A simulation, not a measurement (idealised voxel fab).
process module | voxel self aligned vias
cross-section cut | 250 nm wide | cells 5 nm
A cross-section is a grid of square cells, given in bands from the top down. A band is one or more rows of cells.
Each band's line starts with the height of the band's top and of its bottom, in nm. Then come its materials from left to right, each with its width in nm. One material with "throughout" fills the band from edge to edge. "air" is empty space.
Height 0 is the level under which the wafer as received is all one material. The lowest band goes on downwards, as in "0 down".
A width such as "30 to 40" changes by the same amount from each row of cells to the next, from the band's top row to its bottom row.
"no change" after a step means that no cell of the cross-section changed.
closed voids: empty space of 8 cells or more with no open way to the top, each as width x height at its distance from the left edge, in nm
after a step's settings: what the simulator itself notes on the step
overlay nm, on a step with a mask: how far to the right of its planned place the mask lay; to the left if negative
plan
1 op RECEIVE | material Si
2 op CONFORMAL_DEP | material SiO2 | thk nm 15
3 op CONFORMAL_DEP | material SiCN | thk nm 5
4 op DIRECTIONAL_DEP | material lowk | thk nm 25
5 op MASKED_ETCH | tone open | mask id LINES | width nm 25 | pitch nm 60 | etch materials lowk | depth nm 25 | overlay nm 0
6 op CONFORMAL_DEP | material TiN | thk nm 5
7 op FILL_DEP | material W | thk nm 5
8 op CMP | height nm 45
9 op SELECTIVE_ETCH | etch materials W Ru TiN | depth nm 10
10 op FILL_DEP | material SiN | thk nm 5
11 op CMP | height nm 45
12 op DIRECTIONAL_DEP | material lowk | thk nm 20
13 op DIRECTIONAL_DEP | material aC | thk nm 10
14 op PATTERN | tone open | mask id VIAS | material resist | width nm 45 | pitch nm 60 | thk nm 30 | overlay nm 0
15 op DIRECTIONAL_ETCH | etch materials aC | depth nm 10
16 op STRIP | etch materials resist
17 op DIRECTIONAL_ETCH | etch materials lowk | depth nm 20
18 op DIRECTIONAL_ETCH | etch materials SiN | depth nm 10
19 op STRIP | etch materials aC
20 op CONFORMAL_DEP | material TiN | thk nm 5
21 op FILL_DEP | material Cu | thk nm 10
22 op CMP | height nm 65
23 op CONFORMAL_DEP | material SiCN | thk nm 5
as received, after step 1
  0 down: Si throughout
  closed voids: none
a wafer at the end: this start, this plan, one mistake
  70 to 65: SiCN throughout
  65 to 50: lowk 70 | TiN 5 | Cu 35 | TiN 5 | lowk 15 | TiN 5 | Cu 35 | TiN 5 | lowk 75
  50 to 40: lowk 70 to 80 | TiN 15 to 5 | Cu 15 | TiN 15 to 5 | lowk 15 to 35 | TiN 15 to 5 | Cu 15 | TiN 15 to 5 | lowk 75 to 85
  40 to 35: lowk 80 | TiN 25 | lowk 35 | TiN 25 | lowk 85
  35 to 30: SiCN throughout
  30 to 0: SiO2 throughout
  0 down: Si throughout
  closed voids: none
what went wrong: step 2 was run twice
